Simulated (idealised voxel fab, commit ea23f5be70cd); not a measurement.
process module | voxel lift off
cross-section cut | 185 nm wide | cells 5 nm
A cross-section is a grid of square cells, given in bands from the top down. A band is one or more rows of cells.
Each band's line starts with the height of the band's top and of its bottom, in nm. Then come its materials from left to right, each with its width in nm. One material with "throughout" fills the band from edge to edge. "air" is empty space.
Height 0 is the level under which the wafer as received is all one material. The lowest band goes on downwards, as in "0 down".
A width such as "30 to 40" changes by the same amount from each row of cells to the next, from the band's top row to its bottom row.
"no change" after a step means that no cell of the cross-section changed.
closed voids: empty space of 8 cells or more with no open way to the top, each as width x height at its distance from the left edge, in nm
after a step's settings: what the simulator itself notes on the step
overlay nm, on a step with a mask: how far to the right of its planned place the mask lay; to the left if negative
plan
1 op RECEIVE | material Si
2 op CONFORMAL_DEP | material SiO2 | thk nm 15
3 op PATTERN | tone open | mask id LINES | material resist | width nm 25 | pitch nm 55 | thk nm 25 | overlay nm 0
4 op DIRECTIONAL_DEP | material Ru | thk nm 10
5 op STRIP | etch materials resist
6 op CONFORMAL_DEP | material SiO2 | thk nm 10
as received, after step 1
  0 down: Si throughout
  closed voids: none
a wafer at the end: this start, this plan, one mistake
  35 to 25: air 40 | Ru 45 | air 10 | Ru 45 | air 45
  25 to 15: Ru throughout
  15 to 0: SiO2 throughout
  0 down: Si throughout
  closed voids: none
what went wrong: step 6 ran as: op CONFORMAL_DEP | material Ru | thk nm 10
